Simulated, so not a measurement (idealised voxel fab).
Process module name: voxel transistor to metal
Square cell edge 5 nm, section width 250 nm, ID cut.
Bands, listed from the top down, are how a cross-section gets written in this document; the cross-section itself is a grid of square cells, and a band is one or more rows of them. It is stipulated that each band's entry specify, in nanometres, the height of the top of the band and then that of its bottom, followed by the materials of the band in left-to-right sequence, each together with its width in nanometres. A single material marked by the word "all across" is understood to fill the band from edge to edge; the word "blank" is understood to denote empty space. Height reference: 0 = level under which incoming wafer is all one material. Lowest band: no bottom, runs on downward, e.g. "z 0 and below". Quick explanation for "30 to 40": the width changes in equal steps down the rows of cells, from the first number in the band's top row to the second number in its bottom row. "remains unaltered" means the step left every cell of the cross-section as it was. Empty spaces without an open route to the top, at least 8 cells in extent, make up the entry "Sealed-off cavities"; each is given as width x height at distance, where the distance is measured from the left edge, and all are in nm. Anything after a step's settings on that line? It's the simulator's own note about the step. When a step includes a mask, the "overlay nm" setting on its line states how far to the right of its planned place that mask lay, and negative values state how far to the left.
-- The process steps that were planned are listed below
1 RECEIVE (material Si)
2 CONFORMAL_DEP (material SiO2; thk nm 5)
3 CONFORMAL_DEP (material SiN; thk nm 15)
4 MASKED_ETCH (tone cover; mask id ACTIVE; width nm 85; pitch nm 115; etch materials SiN; depth nm 15; overlay nm 0)
5 MASKED_ETCH (tone cover; mask id ACTIVE; width nm 85; pitch nm 115; etch materials SiO2; depth nm 5; overlay nm 0)
6 MASKED_ETCH (tone cover; mask id ACTIVE; width nm 85; pitch nm 115; etch materials Si; depth nm 20; overlay nm 0)
7 OXIDIZE (depth nm 5)
8 FILL_DEP (material SiO2; thk nm 5)
9 CMP (height nm 20)
10 SELECTIVE_ETCH (etch materials SiO2; depth nm 15)
11 STRIP (etch materials SiN)
12 SELECTIVE_ETCH (etch materials SiO2; depth nm 5)
13 OXIDIZE (depth nm 5)
14 DIRECTIONAL_DEP (material polySi; thk nm 30)
15 DIRECTIONAL_DEP (material SiCN; thk nm 15)
16 PATTERN (tone cover; mask id GATE; material resist; width nm 15; pitch nm 115; thk nm 20; overlay nm 0)
17 DIRECTIONAL_ETCH (etch materials SiCN; depth nm 25)
18 DIRECTIONAL_ETCH (etch materials polySi; depth nm 40)
19 STRIP (etch materials resist)
20 CONFORMAL_DEP (material SiN; thk nm 5)
21 DIRECTIONAL_ETCH (etch materials SiN; depth nm 5)
22 DIRECTIONAL_ETCH (etch materials SiO2; depth nm 5)
23 DIRECTIONAL_ETCH (etch materials Si; depth nm 10)
24 EPI (material nSi; thk nm 10)
25 FILL_DEP (material SiO2; thk nm 10)
26 CMP (height nm 45)
27 DIRECTIONAL_DEP (material SiO2; thk nm 15)
28 PATTERN (tone open; mask id CONTACT; material resist; width nm 15; thk nm 15; overlay nm 0)
29 DIRECTIONAL_ETCH (etch materials SiO2; depth nm 65)
30 STRIP (etch materials resist)
31 CONFORMAL_DEP (material TiN; thk nm 5)
32 FILL_DEP (material W; thk nm 5)
33 CMP (height nm 60)
34 DIRECTIONAL_DEP (material TiN; thk nm 5)
35 DIRECTIONAL_DEP (material W; thk nm 15)
36 DIRECTIONAL_DEP (material aC; thk nm 10)
37 PATTERN (tone cover; mask id METAL_1; material resist; width nm 15; thk nm 25; overlay nm 0)
38 DIRECTIONAL_ETCH (etch materials aC; depth nm 10)
39 STRIP (etch materials resist)
40 DIRECTIONAL_ETCH (etch materials W; depth nm 15)
41 DIRECTIONAL_ETCH (etch materials TiN; depth nm 5)
42 STRIP (etch materials aC)
43 CONFORMAL_DEP (material SiCN; thk nm 5)
44 FILL_DEP (material lowk; thk nm 10)
45 CMP (height nm 80)
46 CONFORMAL_DEP (material SiCN; thk nm 5)
-- The first of the two wafers, which ran as planned
-- Cross-section of the incoming wafer, state after step 1
    z 0 and below  Si all across
    Sealed-off cavities: none
-- State of the wafer after step 2, shown in cross-section
    z 5 to 0  SiO2 all across
    No changes below 0.
-- State of the wafer after step 3, shown in cross-section
    z 20 to 5  SiN all across
    No changes below 5.
-- State of the wafer after step 4, shown in cross-section
    z 20 to 5  blank=25; SiN=85; blank=30; SiN=85; blank=25
    No changes below 5.
-- State of the wafer after step 5, shown in cross-section
    z 20 to 5  blank=25; SiN=85; blank=30; SiN=85; blank=25
    z 5 to 0  blank=25; SiO2=85; blank=30; SiO2=85; blank=25
    No changes below 0.
-- State of the wafer after step 6, shown in cross-section
    z 20 to 5  blank=25; SiN=85; blank=30; SiN=85; blank=25
    z 5 to 0  blank=25; SiO2=85; blank=30; SiO2=85; blank=25
    z 0 to -20  blank=25; Si=85; blank=30; Si=85; blank=25
    No changes below -20.
-- State of the wafer after step 7, shown in cross-section
    z 20 to 5  blank=25; SiN=85; blank=30; SiN=85; blank=25
    z 5 to 0  blank=25; SiO2=85; blank=30; SiO2=85; blank=25
    z 0 to -20  blank=25; SiO2=5; Si=75; SiO2=5; blank=30; SiO2=5; Si=75; SiO2=5; blank=25
    z -20 to -25  SiO2=30; Si=75; SiO2=40; Si=75; SiO2=30
    No changes below -25.
-- State of the wafer after step 8, shown in cross-section
    z 25 to 20  SiO2 all across
    z 20 to 5  SiO2=25; SiN=85; SiO2=30; SiN=85; SiO2=25
    z 5 to 0  SiO2 all across
    z 0 to -25  SiO2=30; Si=75; SiO2=40; Si=75; SiO2=30
    No changes below -25.
-- State of the wafer after step 9, shown in cross-section
    z 20 to 5  SiO2=25; SiN=85; SiO2=30; SiN=85; SiO2=25
    No changes below 5.
-- State of the wafer after step 10, shown in cross-section
    z 20 to 5  blank=25; SiN=85; blank=30; SiN=85; blank=25
    No changes below 5.
-- State of the wafer after step 11, shown in cross-section
    z 5 to 0  SiO2 all across
    No changes below 0.
-- State of the wafer after step 12, shown in cross-section
    z 0 to -25  SiO2=30; Si=75; SiO2=40; Si=75; SiO2=30
    No changes below -25.
-- State of the wafer after step 13, shown in cross-section
    z 0 to -5  SiO2 all across
    No changes below -5.
-- State of the wafer after step 14, shown in cross-section
    z 30 to 0  polySi all across
    No changes below 0.
-- State of the wafer after step 15, shown in cross-section
    z 45 to 30  SiCN all across
    No changes below 30.
-- State of the wafer after step 16, shown in cross-section
    z 65 to 45  blank=60; resist=15; blank=100; resist=15; blank=60
    No changes below 45.
-- State of the wafer after step 17, shown in cross-section
    z 65 to 45  blank=60; resist=15; blank=100; resist=15; blank=60
    z 45 to 30  blank=60; SiCN=15; blank=100; SiCN=15; blank=60
    No changes below 30.
-- State of the wafer after step 18, shown in cross-section
    z 65 to 45  blank=60; resist=15; blank=100; resist=15; blank=60
    z 45 to 30  blank=60; SiCN=15; blank=100; SiCN=15; blank=60
    z 30 to 0  blank=60; polySi=15; blank=100; polySi=15; blank=60
    No changes below 0.
-- State of the wafer after step 19, shown in cross-section
    z 45 to 30  blank=60; SiCN=15; blank=100; SiCN=15; blank=60
    No changes below 30.
-- State of the wafer after step 20, shown in cross-section
    z 50 to 45  blank=55; SiN=25; blank=90; SiN=25; blank=55
    z 45 to 30  blank=55; SiN=5; SiCN=15; SiN=5; blank=90; SiN=5; SiCN=15; SiN=5; blank=55
    z 30 to 5  blank=55; SiN=5; polySi=15; SiN=5; blank=90; SiN=5; polySi=15; SiN=5; blank=55
    z 5 to 0  SiN=60; polySi=15; SiN=100; polySi=15; SiN=60
    No changes below 0.
-- State of the wafer after step 21, shown in cross-section
    z 45 to 30  blank=55; SiN=5; SiCN=15; SiN=5; blank=90; SiN=5; SiCN=15; SiN=5; blank=55
    z 30 to 0  blank=55; SiN=5; polySi=15; SiN=5; blank=90; SiN=5; polySi=15; SiN=5; blank=55
    No changes below 0.
-- State of the wafer after step 22, shown in cross-section
    z 45 to 30  blank=55; SiN=5; SiCN=15; SiN=5; blank=90; SiN=5; SiCN=15; SiN=5; blank=55
    z 30 to 0  blank=55; SiN=5; polySi=15; SiN=5; blank=90; SiN=5; polySi=15; SiN=5; blank=55
    z 0 to -5  blank=55; SiO2=25; blank=90; SiO2=25; blank=55
    No changes below -5.
-- State of the wafer after step 23, shown in cross-section
    z 45 to 30  blank=55; SiN=5; SiCN=15; SiN=5; blank=90; SiN=5; SiCN=15; SiN=5; blank=55
    z 30 to 0  blank=55; SiN=5; polySi=15; SiN=5; blank=90; SiN=5; polySi=15; SiN=5; blank=55
    z 0 to -5  blank=55; SiO2=25; blank=90; SiO2=25; blank=55
    z -5 to -15  SiO2=30; blank=25; Si=25; blank=25; SiO2=40; blank=25; Si=25; blank=25; SiO2=30
    No changes below -15.
-- State of the wafer after step 24, shown in cross-section
    z 45 to 30  blank=55; SiN=5; SiCN=15; SiN=5; blank=90; SiN=5; SiCN=15; SiN=5; blank=55
    z 30 to 5  blank=55; SiN=5; polySi=15; SiN=5; blank=90; SiN=5; polySi=15; SiN=5; blank=55
    z 5 to 0  blank=45; nSi=10; SiN=5; polySi=15; SiN=5; nSi=10; blank=70; nSi=10; SiN=5; polySi=15; SiN=5; nSi=10; blank=45
    z 0 to -5  blank=45; nSi=10; SiO2=25; nSi=10; blank=70; nSi=10; SiO2=25; nSi=10; blank=45
    z -5 to -15  SiO2=30; nSi=25; Si=25; nSi=25; SiO2=40; nSi=25; Si=25; nSi=25; SiO2=30
    No changes below -15.
-- State of the wafer after step 25, shown in cross-section
    z 55 to 45  SiO2 all across
    z 45 to 30  SiO2=55; SiN=5; SiCN=15; SiN=5; SiO2=90; SiN=5; SiCN=15; SiN=5; SiO2=55
    z 30 to 5  SiO2=55; SiN=5; polySi=15; SiN=5; SiO2=90; SiN=5; polySi=15; SiN=5; SiO2=55
    z 5 to 0  SiO2=45; nSi=10; SiN=5; polySi=15; SiN=5; nSi=10; SiO2=70; nSi=10; SiN=5; polySi=15; SiN=5; nSi=10; SiO2=45
    z 0 to -5  SiO2=45; nSi=10; SiO2=25; nSi=10; SiO2=70; nSi=10; SiO2=25; nSi=10; SiO2=45
    No changes below -5.
-- State of the wafer after step 26, shown in cross-section
    z 45 to 30  SiO2=55; SiN=5; SiCN=15; SiN=5; SiO2=90; SiN=5; SiCN=15; SiN=5; SiO2=55
    No changes below 30.
-- State of the wafer after step 27, shown in cross-section
    z 60 to 45  SiO2 all across
    No changes below 45.
-- State of the wafer after step 28, shown in cross-section
    z 75 to 60  resist=30; blank=15; resist=45; blank=15; resist=40; blank=15; resist=45; blank=15; resist=30
    No changes below 60.
-- State of the wafer after step 29, shown in cross-section
    z 75 to 60  resist=30; blank=15; resist=45; blank=15; resist=40; blank=15; resist=45; blank=15; resist=30
    z 60 to 45  SiO2=30; blank=15; SiO2=45; blank=15; SiO2=40; blank=15; SiO2=45; blank=15; SiO2=30
    z 45 to 30  SiO2=30; blank=15; SiO2=10; SiN=5; SiCN=15; SiN=5; SiO2=10; blank=15; SiO2=40; blank=15; SiO2=10; SiN=5; SiCN=15; SiN=5; SiO2=10; blank=15; SiO2=30
    z 30 to 5  SiO2=30; blank=15; SiO2=10; SiN=5; polySi=15; SiN=5; SiO2=10; blank=15; SiO2=40; blank=15; SiO2=10; SiN=5; polySi=15; SiN=5; SiO2=10; blank=15; SiO2=30
    z 5 to 0  SiO2=30; blank=15; nSi=10; SiN=5; polySi=15; SiN=5; nSi=10; blank=15; SiO2=40; blank=15; nSi=10; SiN=5; polySi=15; SiN=5; nSi=10; blank=15; SiO2=30
    z 0 to -5  SiO2=30; blank=15; nSi=10; SiO2=25; nSi=10; blank=15; SiO2=40; blank=15; nSi=10; SiO2=25; nSi=10; blank=15; SiO2=30
    No changes below -5.
-- State of the wafer after step 30, shown in cross-section
    z 60 to 45  SiO2=30; blank=15; SiO2=45; blank=15; SiO2=40; blank=15; SiO2=45; blank=15; SiO2=30
    No changes below 45.
-- State of the wafer after step 31, shown in cross-section
    z 65 to 60  TiN=35; blank=5; TiN=55; blank=5; TiN=50; blank=5; TiN=55; blank=5; TiN=35
    z 60 to 45  SiO2=30; TiN=5; blank=5; TiN=5; SiO2=45; TiN=5; blank=5; TiN=5; SiO2=40; TiN=5; blank=5; TiN=5; SiO2=45; TiN=5; blank=5; TiN=5; SiO2=30
    z 45 to 30  SiO2=30; TiN=5; blank=5; TiN=5; SiO2=10; SiN=5; SiCN=15; SiN=5; SiO2=10; TiN=5; blank=5; TiN=5; SiO2=40; TiN=5; blank=5; TiN=5; SiO2=10; SiN=5; SiCN=15; SiN=5; SiO2=10; TiN=5; blank=5; TiN=5; SiO2=30
    z 30 to 5  SiO2=30; TiN=5; blank=5; TiN=5; SiO2=10; SiN=5; polySi=15; SiN=5; SiO2=10; TiN=5; blank=5; TiN=5; SiO2=40; TiN=5; blank=5; TiN=5; SiO2=10; SiN=5; polySi=15; SiN=5; SiO2=10; TiN=5; blank=5; TiN=5; SiO2=30
    z 5 to 0  SiO2=30; TiN=5; blank=5; TiN=5; nSi=10; SiN=5; polySi=15; SiN=5; nSi=10; TiN=5; blank=5; TiN=5; SiO2=40; TiN=5; blank=5; TiN=5; nSi=10; SiN=5; polySi=15; SiN=5; nSi=10; TiN=5; blank=5; TiN=5; SiO2=30
    z 0 to -5  SiO2=30; TiN=15; nSi=10; SiO2=25; nSi=10; TiN=15; SiO2=40; TiN=15; nSi=10; SiO2=25; nSi=10; TiN=15; SiO2=30
    No changes below -5.
-- State of the wafer after step 32, shown in cross-section
    z 70 to 65  W all across
    z 65 to 60  TiN=35; W=5; TiN=55; W=5; TiN=50; W=5; TiN=55; W=5; TiN=35
    z 60 to 45  SiO2=30; TiN=5; W=5; TiN=5; SiO2=45; TiN=5; W=5; TiN=5; SiO2=40; TiN=5; W=5; TiN=5; SiO2=45; TiN=5; W=5; TiN=5; SiO2=30
    z 45 to 30  SiO2=30; TiN=5; W=5; TiN=5; SiO2=10; SiN=5; SiCN=15; SiN=5; SiO2=10; TiN=5; W=5; TiN=5; SiO2=40; TiN=5; W=5; TiN=5; SiO2=10; SiN=5; SiCN=15; SiN=5; SiO2=10; TiN=5; W=5; TiN=5; SiO2=30
    z 30 to 5  SiO2=30; TiN=5; W=5; TiN=5; SiO2=10; SiN=5; polySi=15; SiN=5; SiO2=10; TiN=5; W=5; TiN=5; SiO2=40; TiN=5; W=5; TiN=5; SiO2=10; SiN=5; polySi=15; SiN=5; SiO2=10; TiN=5; W=5; TiN=5; SiO2=30
    z 5 to 0  SiO2=30; TiN=5; W=5; TiN=5; nSi=10; SiN=5; polySi=15; SiN=5; nSi=10; TiN=5; W=5; TiN=5; SiO2=40; TiN=5; W=5; TiN=5; nSi=10; SiN=5; polySi=15; SiN=5; nSi=10; TiN=5; W=5; TiN=5; SiO2=30
    No changes below 0.
-- State of the wafer after step 33, shown in cross-section
    z 60 to 45  SiO2=30; TiN=5; W=5; TiN=5; SiO2=45; TiN=5; W=5; TiN=5; SiO2=40; TiN=5; W=5; TiN=5; SiO2=45; TiN=5; W=5; TiN=5; SiO2=30
    No changes below 45.
-- State of the wafer after step 34, shown in cross-section
    z 65 to 60  TiN all across
    No changes below 60.
-- State of the wafer after step 35, shown in cross-section
    z 80 to 65  W all across
    No changes below 65.
-- State of the wafer after step 36, shown in cross-section
    z 90 to 80  aC all across
    No changes below 80.
-- State of the wafer after step 37, shown in cross-section
    z 115 to 90  blank=30; resist=15; blank=45; resist=15; blank=40; resist=15; blank=45; resist=15; blank=30
    No changes below 90.
-- State of the wafer after step 38, shown in cross-section
    z 105 to 90  blank=30; resist=15; blank=45; resist=15; blank=40; resist=15; blank=45; resist=15; blank=30
    z 90 to 80  blank=30; aC=15; blank=45; aC=15; blank=40; aC=15; blank=45; aC=15; blank=30
    No changes below 80.
-- State of the wafer after step 39, shown in cross-section
    z 90 to 80  blank=30; aC=15; blank=45; aC=15; blank=40; aC=15; blank=45; aC=15; blank=30
    No changes below 80.
-- State of the wafer after step 40, shown in cross-section
    z 90 to 80  blank=30; aC=15; blank=45; aC=15; blank=40; aC=15; blank=45; aC=15; blank=30
    z 80 to 65  blank=30; W=15; blank=45; W=15; blank=40; W=15; blank=45; W=15; blank=30
    No changes below 65.
-- State of the wafer after step 41, shown in cross-section
    z 90 to 80  blank=30; aC=15; blank=45; aC=15; blank=40; aC=15; blank=45; aC=15; blank=30
    z 80 to 65  blank=30; W=15; blank=45; W=15; blank=40; W=15; blank=45; W=15; blank=30
    z 65 to 60  blank=30; TiN=15; blank=45; TiN=15; blank=40; TiN=15; blank=45; TiN=15; blank=30
    No changes below 60.
-- State of the wafer after step 42, shown in cross-section
    z 80 to 65  blank=30; W=15; blank=45; W=15; blank=40; W=15; blank=45; W=15; blank=30
    No changes below 65.
-- State of the wafer after step 43, shown in cross-section
    z 85 to 80  blank=25; SiCN=25; blank=35; SiCN=25; blank=30; SiCN=25; blank=35; SiCN=25; blank=25
    z 80 to 65  blank=25; SiCN=5; W=15; SiCN=5; blank=35; SiCN=5; W=15; SiCN=5; blank=30; SiCN=5; W=15; SiCN=5; blank=35; SiCN=5; W=15; SiCN=5; blank=25
    z 65 to 60  SiCN=30; TiN=15; SiCN=45; TiN=15; SiCN=40; TiN=15; SiCN=45; TiN=15; SiCN=30
    No changes below 60.
-- State of the wafer after step 44, shown in cross-section
    z 95 to 85  lowk all across
    z 85 to 80  lowk=25; SiCN=25; lowk=35; SiCN=25; lowk=30; SiCN=25; lowk=35; SiCN=25; lowk=25
    z 80 to 65  lowk=25; SiCN=5; W=15; SiCN=5; lowk=35; SiCN=5; W=15; SiCN=5; lowk=30; SiCN=5; W=15; SiCN=5; lowk=35; SiCN=5; W=15; SiCN=5; lowk=25
    No changes below 65.
-- State of the wafer after step 45, shown in cross-section
    z 80 to 65  lowk=25; SiCN=5; W=15; SiCN=5; lowk=35; SiCN=5; W=15; SiCN=5; lowk=30; SiCN=5; W=15; SiCN=5; lowk=35; SiCN=5; W=15; SiCN=5; lowk=25
    No changes below 65.
-- State of the wafer after step 46, shown in cross-section
    z 85 to 80  SiCN all across
    No changes below 80.
-- Wafer two of the pair: same origin, same plan, one error during the run; identical to wafer one up to and including step 15
-- Planned end of step 16: second wafer, cross-section
    z 65 to 45  blank=55; resist=15; blank=100; resist=15; blank=65
    No changes below 45.
-- Planned end of step 17: second wafer, cross-section
    z 65 to 45  blank=55; resist=15; blank=100; resist=15; blank=65
    z 45 to 30  blank=55; SiCN=15; blank=100; SiCN=15; blank=65
    No changes below 30.
-- Planned end of step 18: second wafer, cross-section
    z 65 to 45  blank=55; resist=15; blank=100; resist=15; blank=65
    z 45 to 30  blank=55; SiCN=15; blank=100; SiCN=15; blank=65
    z 30 to 0  blank=55; polySi=15; blank=100; polySi=15; blank=65
    No changes below 0.
-- Planned end of step 19: second wafer, cross-section
    z 45 to 30  blank=55; SiCN=15; blank=100; SiCN=15; blank=65
    No changes below 30.
-- Planned end of step 20: second wafer, cross-section
    z 50 to 45  blank=50; SiN=25; blank=90; SiN=25; blank=60
    z 45 to 30  blank=50; SiN=5; SiCN=15; SiN=5; blank=90; SiN=5; SiCN=15; SiN=5; blank=60
    z 30 to 5  blank=50; SiN=5; polySi=15; SiN=5; blank=90; SiN=5; polySi=15; SiN=5; blank=60
    z 5 to 0  SiN=55; polySi=15; SiN=100; polySi=15; SiN=65
    No changes below 0.
-- Planned end of step 21: second wafer, cross-section
    z 45 to 30  blank=50; SiN=5; SiCN=15; SiN=5; blank=90; SiN=5; SiCN=15; SiN=5; blank=60
    z 30 to 0  blank=50; SiN=5; polySi=15; SiN=5; blank=90; SiN=5; polySi=15; SiN=5; blank=60
    No changes below 0.
-- Planned end of step 22: second wafer, cross-section
    z 45 to 30  blank=50; SiN=5; SiCN=15; SiN=5; blank=90; SiN=5; SiCN=15; SiN=5; blank=60
    z 30 to 0  blank=50; SiN=5; polySi=15; SiN=5; blank=90; SiN=5; polySi=15; SiN=5; blank=60
    z 0 to -5  blank=50; SiO2=25; blank=90; SiO2=25; blank=60
    No changes below -5.
-- Planned end of step 23: second wafer, cross-section
    z 45 to 30  blank=50; SiN=5; SiCN=15; SiN=5; blank=90; SiN=5; SiCN=15; SiN=5; blank=60
    z 30 to 0  blank=50; SiN=5; polySi=15; SiN=5; blank=90; SiN=5; polySi=15; SiN=5; blank=60
    z 0 to -5  blank=50; SiO2=25; blank=90; SiO2=25; blank=60
    z -5 to -15  SiO2=30; blank=20; Si=25; blank=30; SiO2=40; blank=20; Si=25; blank=30; SiO2=30
    No changes below -15.
-- Planned end of step 24: second wafer, cross-section
    z 45 to 30  blank=50; SiN=5; SiCN=15; SiN=5; blank=90; SiN=5; SiCN=15; SiN=5; blank=60
    z 30 to 5  blank=50; SiN=5; polySi=15; SiN=5; blank=90; SiN=5; polySi=15; SiN=5; blank=60
    z 5 to 0  blank=40; nSi=10; SiN=5; polySi=15; SiN=5; nSi=10; blank=70; nSi=10; SiN=5; polySi=15; SiN=5; nSi=10; blank=50
    z 0 to -5  blank=40; nSi=10; SiO2=25; nSi=10; blank=70; nSi=10; SiO2=25; nSi=10; blank=50
    z -5 to -15  SiO2=30; nSi=20; Si=25; nSi=30; SiO2=40; nSi=20; Si=25; nSi=30; SiO2=30
    No changes below -15.
-- Planned end of step 25: second wafer, cross-section
    z 55 to 45  SiO2 all across
    z 45 to 30  SiO2=50; SiN=5; SiCN=15; SiN=5; SiO2=90; SiN=5; SiCN=15; SiN=5; SiO2=60
    z 30 to 5  SiO2=50; SiN=5; polySi=15; SiN=5; SiO2=90; SiN=5; polySi=15; SiN=5; SiO2=60
    z 5 to 0  SiO2=40; nSi=10; SiN=5; polySi=15; SiN=5; nSi=10; SiO2=70; nSi=10; SiN=5; polySi=15; SiN=5; nSi=10; SiO2=50
    z 0 to -5  SiO2=40; nSi=10; SiO2=25; nSi=10; SiO2=70; nSi=10; SiO2=25; nSi=10; SiO2=50
    No changes below -5.
-- Planned end of step 26: second wafer, cross-section
    z 45 to 30  SiO2=50; SiN=5; SiCN=15; SiN=5; SiO2=90; SiN=5; SiCN=15; SiN=5; SiO2=60
    No changes below 30.
-- Planned end of step 27: second wafer, cross-section
    z 60 to 45  SiO2 all across
    No changes below 45.
-- Planned end of step 28: second wafer, cross-section
    z 75 to 60  resist=30; blank=15; resist=45; blank=15; resist=40; blank=15; resist=45; blank=15; resist=30
    No changes below 60.
-- Planned end of step 29: second wafer, cross-section
    z 75 to 60  resist=30; blank=15; resist=45; blank=15; resist=40; blank=15; resist=45; blank=15; resist=30
    z 60 to 45  SiO2=30; blank=15; SiO2=45; blank=15; SiO2=40; blank=15; SiO2=45; blank=15; SiO2=30
    z 45 to 30  SiO2=30; blank=15; SiO2=5; SiN=5; SiCN=15; SiN=5; SiO2=15; blank=15; SiO2=40; blank=15; SiO2=5; SiN=5; SiCN=15; SiN=5; SiO2=15; blank=15; SiO2=30
    z 30 to 5  SiO2=30; blank=15; SiO2=5; SiN=5; polySi=15; SiN=5; SiO2=15; blank=15; SiO2=40; blank=15; SiO2=5; SiN=5; polySi=15; SiN=5; SiO2=15; blank=15; SiO2=30
    z 5 to 0  SiO2=30; blank=10; nSi=10; SiN=5; polySi=15; SiN=5; nSi=10; SiO2=5; blank=15; SiO2=40; blank=10; nSi=10; SiN=5; polySi=15; SiN=5; nSi=10; SiO2=5; blank=15; SiO2=30
    z 0 to -5  SiO2=30; blank=10; nSi=10; SiO2=25; nSi=10; SiO2=5; blank=15; SiO2=40; blank=10; nSi=10; SiO2=25; nSi=10; SiO2=5; blank=15; SiO2=30
    No changes below -5.
-- Planned end of step 30: second wafer, cross-section
    z 60 to 45  SiO2=30; blank=15; SiO2=45; blank=15; SiO2=40; blank=15; SiO2=45; blank=15; SiO2=30
    No changes below 45.
-- Planned end of step 31: second wafer, cross-section
    z 65 to 60  TiN=35; blank=5; TiN=55; blank=5; TiN=50; blank=5; TiN=55; blank=5; TiN=35
    z 60 to 45  SiO2=30; TiN=5; blank=5; TiN=5; SiO2=45; TiN=5; blank=5; TiN=5; SiO2=40; TiN=5; blank=5; TiN=5; SiO2=45; TiN=5; blank=5; TiN=5; SiO2=30
    z 45 to 30  SiO2=30; TiN=5; blank=5; TiN=5; SiO2=5; SiN=5; SiCN=15; SiN=5; SiO2=15; TiN=5; blank=5; TiN=5; SiO2=40; TiN=5; blank=5; TiN=5; SiO2=5; SiN=5; SiCN=15; SiN=5; SiO2=15; TiN=5; blank=5; TiN=5; SiO2=30
    z 30 to 10  SiO2=30; TiN=5; blank=5; TiN=5; SiO2=5; SiN=5; polySi=15; SiN=5; SiO2=15; TiN=5; blank=5; TiN=5; SiO2=40; TiN=5; blank=5; TiN=5; SiO2=5; SiN=5; polySi=15; SiN=5; SiO2=15; TiN=5; blank=5; TiN=5; SiO2=30
    z 10 to 5  SiO2=30; TiN=15; SiO2=5; SiN=5; polySi=15; SiN=5; SiO2=15; TiN=5; blank=5; TiN=5; SiO2=40; TiN=15; SiO2=5; SiN=5; polySi=15; SiN=5; SiO2=15; TiN=5; blank=5; TiN=5; SiO2=30
    z 5 to 0  SiO2=30; TiN=10; nSi=10; SiN=5; polySi=15; SiN=5; nSi=10; SiO2=5; TiN=5; blank=5; TiN=5; SiO2=40; TiN=10; nSi=10; SiN=5; polySi=15; SiN=5; nSi=10; SiO2=5; TiN=5; blank=5; TiN=5; SiO2=30
    z 0 to -5  SiO2=30; TiN=10; nSi=10; SiO2=25; nSi=10; SiO2=5; TiN=15; SiO2=40; TiN=10; nSi=10; SiO2=25; nSi=10; SiO2=5; TiN=15; SiO2=30
    No changes below -5.
-- Planned end of step 32: second wafer, cross-section
    z 70 to 65  W all across
    z 65 to 60  TiN=35; W=5; TiN=55; W=5; TiN=50; W=5; TiN=55; W=5; TiN=35
    z 60 to 45  SiO2=30; TiN=5; W=5; TiN=5; SiO2=45; TiN=5; W=5; TiN=5; SiO2=40; TiN=5; W=5; TiN=5; SiO2=45; TiN=5; W=5; TiN=5; SiO2=30
    z 45 to 30  SiO2=30; TiN=5; W=5; TiN=5; SiO2=5; SiN=5; SiCN=15; SiN=5; SiO2=15; TiN=5; W=5; TiN=5; SiO2=40; TiN=5; W=5; TiN=5; SiO2=5; SiN=5; SiCN=15; SiN=5; SiO2=15; TiN=5; W=5; TiN=5; SiO2=30
    z 30 to 10  SiO2=30; TiN=5; W=5; TiN=5; SiO2=5; SiN=5; polySi=15; SiN=5; SiO2=15; TiN=5; W=5; TiN=5; SiO2=40; TiN=5; W=5; TiN=5; SiO2=5; SiN=5; polySi=15; SiN=5; SiO2=15; TiN=5; W=5; TiN=5; SiO2=30
    z 10 to 5  SiO2=30; TiN=15; SiO2=5; SiN=5; polySi=15; SiN=5; SiO2=15; TiN=5; W=5; TiN=5; SiO2=40; TiN=15; SiO2=5; SiN=5; polySi=15; SiN=5; SiO2=15; TiN=5; W=5; TiN=5; SiO2=30
    z 5 to 0  SiO2=30; TiN=10; nSi=10; SiN=5; polySi=15; SiN=5; nSi=10; SiO2=5; TiN=5; W=5; TiN=5; SiO2=40; TiN=10; nSi=10; SiN=5; polySi=15; SiN=5; nSi=10; SiO2=5; TiN=5; W=5; TiN=5; SiO2=30
    No changes below 0.
-- Planned end of step 33: second wafer, cross-section
    z 60 to 45  SiO2=30; TiN=5; W=5; TiN=5; SiO2=45; TiN=5; W=5; TiN=5; SiO2=40; TiN=5; W=5; TiN=5; SiO2=45; TiN=5; W=5; TiN=5; SiO2=30
    No changes below 45.
-- Planned end of step 34: second wafer, cross-section
    z 65 to 60  TiN all across
    No changes below 60.
-- Planned end of step 35: second wafer, cross-section
    z 80 to 65  W all across
    No changes below 65.
-- Planned end of step 36: second wafer, cross-section
    z 90 to 80  aC all across
    No changes below 80.
-- Planned end of step 37: second wafer, cross-section
    z 115 to 90  blank=30; resist=15; blank=45; resist=15; blank=40; resist=15; blank=45; resist=15; blank=30
    No changes below 90.
-- Planned end of step 38: second wafer, cross-section
    z 105 to 90  blank=30; resist=15; blank=45; resist=15; blank=40; resist=15; blank=45; resist=15; blank=30
    z 90 to 80  blank=30; aC=15; blank=45; aC=15; blank=40; aC=15; blank=45; aC=15; blank=30
    No changes below 80.
-- Planned end of step 39: second wafer, cross-section
    z 90 to 80  blank=30; aC=15; blank=45; aC=15; blank=40; aC=15; blank=45; aC=15; blank=30
    No changes below 80.
-- Planned end of step 40: second wafer, cross-section
    z 90 to 80  blank=30; aC=15; blank=45; aC=15; blank=40; aC=15; blank=45; aC=15; blank=30
    z 80 to 65  blank=30; W=15; blank=45; W=15; blank=40; W=15; blank=45; W=15; blank=30
    No changes below 65.
-- Planned end of step 41: second wafer, cross-section
    z 90 to 80  blank=30; aC=15; blank=45; aC=15; blank=40; aC=15; blank=45; aC=15; blank=30
    z 80 to 65  blank=30; W=15; blank=45; W=15; blank=40; W=15; blank=45; W=15; blank=30
    z 65 to 60  blank=30; TiN=15; blank=45; TiN=15; blank=40; TiN=15; blank=45; TiN=15; blank=30
    No changes below 60.
-- Planned end of step 42: second wafer, cross-section
    z 80 to 65  blank=30; W=15; blank=45; W=15; blank=40; W=15; blank=45; W=15; blank=30
    No changes below 65.
-- Planned end of step 43: second wafer, cross-section
    z 85 to 80  blank=25; SiCN=25; blank=35; SiCN=25; blank=30; SiCN=25; blank=35; SiCN=25; blank=25
    z 80 to 65  blank=25; SiCN=5; W=15; SiCN=5; blank=35; SiCN=5; W=15; SiCN=5; blank=30; SiCN=5; W=15; SiCN=5; blank=35; SiCN=5; W=15; SiCN=5; blank=25
    z 65 to 60  SiCN=30; TiN=15; SiCN=45; TiN=15; SiCN=40; TiN=15; SiCN=45; TiN=15; SiCN=30
    No changes below 60.
-- Planned end of step 44: second wafer, cross-section
    z 95 to 85  lowk all across
    z 85 to 80  lowk=25; SiCN=25; lowk=35; SiCN=25; lowk=30; SiCN=25; lowk=35; SiCN=25; lowk=25
    z 80 to 65  lowk=25; SiCN=5; W=15; SiCN=5; lowk=35; SiCN=5; W=15; SiCN=5; lowk=30; SiCN=5; W=15; SiCN=5; lowk=35; SiCN=5; W=15; SiCN=5; lowk=25
    No changes below 65.
-- Planned end of step 45: second wafer, cross-section
    z 80 to 65  lowk=25; SiCN=5; W=15; SiCN=5; lowk=35; SiCN=5; W=15; SiCN=5; lowk=30; SiCN=5; W=15; SiCN=5; lowk=35; SiCN=5; W=15; SiCN=5; lowk=25
    No changes below 65.
-- Planned end of step 46: second wafer, cross-section
    z 85 to 80  SiCN all across
    No changes below 80.
Here's what went sideways: step 16 was not run as planned; what actually ran was PATTERN (tone cover; mask id GATE; material resist; width nm 15; pitch nm 115; thk nm 20; overlay nm -5)
FYI, end of process, the second wafer has more or fewer cells of some materials than the first: +4 SiO2 | -4 W
